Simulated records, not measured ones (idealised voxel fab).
A process module follows: voxel transistor to metal.
Section cut is 285 nm wide and gridded with 5 nm square cells.
For the purposes of this document, a cross-section shall be understood as a grid of square cells, specified as bands listed in top-to-bottom order, each band consisting of one or more rows of cells.
Look at the band entry: it leads with the top's height and the bottom's height in nm. Then it lists the materials left to right, with a width in nm for each. The word "everywhere" on a single material says that material fills the band edge to edge. The word "empty" is empty space.
Height is counted from the level 0, under which the received wafer is composed throughout of one material. The lowest of the bands is not closed at the bottom but continues downward, in the notation "0 and below".
The expression "30..40" gives the width at the extremes of the band, the first number at its top row of cells and the second at its bottom row, with the width changing by equal amounts from each row to the next in between.
The cross-section has no changed cell in any step marked "no change".
Entry "Closed void table" = empty spaces >= 8 cells with no open way to the top; each as width x height at distance, distance from left edge, all nm.
Note: text after step settings on the step line = simulator remark on that step.
"overlay nm", when on a step's line for a step with a mask, measures how far to the right of its planned place the mask lay; a negative measure means to the left.
What follows is a series of pairs. Each pair shows a cross-section before one process step and the cross-section after it, and the after view is drawn only down to the lowest band that changed. Beneath each pair is the step that lies between the two, with its settings. Pairs may come from different runs of this module on the same starting wafer, so a pair continues from the one above it only where its entry headed "before" says so.

-- before
	85 down to 80 = 20 nm empty / 30 nm SiN / 40 nm empty / 30 nm SiN / 40 nm empty / 30 nm SiN / 40 nm empty / 30 nm SiN / 25 nm empty
	80 down to 55 = 20 nm empty / 5 nm SiN / 20 nm W / 5 nm SiN / 40 nm empty / 5 nm SiN / 20 nm W / 5 nm SiN / 40 nm empty / 5 nm SiN / 20 nm W / 5 nm SiN / 40 nm empty / 5 nm SiN / 20 nm W / 5 nm SiN / 25 nm empty
	55 down to 50 = 25 nm SiN / 20 nm TiN / 50 nm SiN / 20 nm TiN / 50 nm SiN / 20 nm TiN / 50 nm SiN / 20 nm TiN / 30 nm SiN
	50 down to 40 = 20 nm Ru / 5 nm TiN / 20 nm SiO2 / 5 nm TiN / 40 nm Ru / 5 nm TiN / 20 nm SiO2 / 5 nm TiN / 40 nm Ru / 5 nm TiN / 20 nm SiO2 / 5 nm TiN / 40 nm Ru / 5 nm TiN / 20 nm SiO2 / 5 nm TiN / 25 nm Ru
	40 down to 35 = 20 nm Ru / 5 nm TiN / 20 nm SiO2 / 50 nm TiN / 20 nm SiO2 / 5 nm TiN / 40 nm Ru / 5 nm TiN / 20 nm SiO2 / 50 nm TiN / 20 nm SiO2 / 5 nm TiN / 25 nm Ru
	35 down to 20 = 20 nm Ru / 5 nm TiN / 20 nm SiO2 / 5 nm TiN / 10 nm SiN / 20 nm SiCN / 10 nm SiN / 5 nm TiN / 20 nm SiO2 / 5 nm TiN / 40 nm Ru / 5 nm TiN / 20 nm SiO2 / 5 nm TiN / 10 nm SiN / 20 nm SiCN / 10 nm SiN / 5 nm TiN / 20 nm SiO2 / 5 nm TiN / 25 nm Ru
	20 down to 10 = 20 nm Ru / 5 nm TiN / 20 nm SiO2 / 5 nm TiN / 10 nm SiN / 20 nm polySi / 10 nm SiN / 5 nm TiN / 20 nm SiO2 / 5 nm TiN / 40 nm Ru / 5 nm TiN / 20 nm SiO2 / 5 nm TiN / 10 nm SiN / 20 nm polySi / 10 nm SiN / 5 nm TiN / 20 nm SiO2 / 5 nm TiN / 25 nm Ru
	10 down to 5 = 5 nm Ru / 20 nm TiN / 20 nm SiO2 / 5 nm TiN / 10 nm SiN / 20 nm polySi / 10 nm SiN / 5 nm TiN / 20 nm SiO2 / 20 nm TiN / 10 nm Ru / 20 nm TiN / 20 nm SiO2 / 5 nm TiN / 10 nm SiN / 20 nm polySi / 10 nm SiN / 5 nm TiN / 20 nm SiO2 / 20 nm TiN / 10 nm Ru
	5 down to 0 = 10 nm TiN / 10 nm SiN / 10 nm nSi / 10 nm SiO2 / 10 nm nSi / 10 nm SiN / 20 nm polySi / 10 nm SiN / 10 nm nSi / 10 nm SiO2 / 10 nm nSi / 10 nm SiN / 20 nm TiN / 10 nm SiN / 10 nm nSi / 10 nm SiO2 / 10 nm nSi / 10 nm SiN / 20 nm polySi / 10 nm SiN / 10 nm nSi / 10 nm SiO2 / 10 nm nSi / 10 nm SiN / 15 nm TiN
	0 down to -5 = 20 nm SiO2 / 30 nm nSi / 40 nm SiO2 / 30 nm nSi / 40 nm SiO2 / 30 nm nSi / 40 nm SiO2 / 30 nm nSi / 25 nm SiO2
	-5 down to -10 = 15 nm SiO2 / 5 nm Si / 30 nm nSi / 40 nm Si / 30 nm nSi / 5 nm Si / 30 nm SiO2 / 5 nm Si / 30 nm nSi / 40 nm Si / 30 nm nSi / 5 nm Si / 20 nm SiO2
	-10 down to -25 = 15 nm SiO2 / 110 nm Si / 30 nm SiO2 / 110 nm Si / 20 nm SiO2
	-25 and below = Si everywhere
	Closed void table: none

-- Section After Processing
	90 down to 85 = lowk everywhere
	85 down to 80 = 20 nm lowk / 30 nm SiN / 40 nm lowk / 30 nm SiN / 40 nm lowk / 30 nm SiN / 40 nm lowk / 30 nm SiN / 25 nm lowk
	80 down to 55 = 20 nm lowk / 5 nm SiN / 20 nm W / 5 nm SiN / 40 nm lowk / 5 nm SiN / 20 nm W / 5 nm SiN / 40 nm lowk / 5 nm SiN / 20 nm W / 5 nm SiN / 40 nm lowk / 5 nm SiN / 20 nm W / 5 nm SiN / 25 nm lowk
	below 55: unchanged
	Closed void table: none
The structure goes from the before cross-section above to the after cross-section through FILL_DEP | material lowk | thk nm 5

before: refer to the pair immediately above; the cross-section shown after its step is the state before this one.

-- Section After Processing
	80 down to 55 = 20 nm lowk / 5 nm SiN / 20 nm W / 5 nm SiN / 40 nm lowk / 5 nm SiN / 20 nm W / 5 nm SiN / 40 nm lowk / 5 nm SiN / 20 nm W / 5 nm SiN / 40 nm lowk / 5 nm SiN / 20 nm W / 5 nm SiN / 25 nm lowk
	below 55: unchanged
	Closed void table: none
The structure goes from the before cross-section above to the after cross-section through CMP | height nm 80

before: refer to the pair immediately above; the cross-section shown after its step is the state before this one.

-- Section After Processing
	85 down to 80 = SiCN everywhere
	below 80: unchanged
	Closed void table: none
The structure goes from the before cross-section above to the after cross-section through CONFORMAL_DEP | material SiCN | thk nm 5
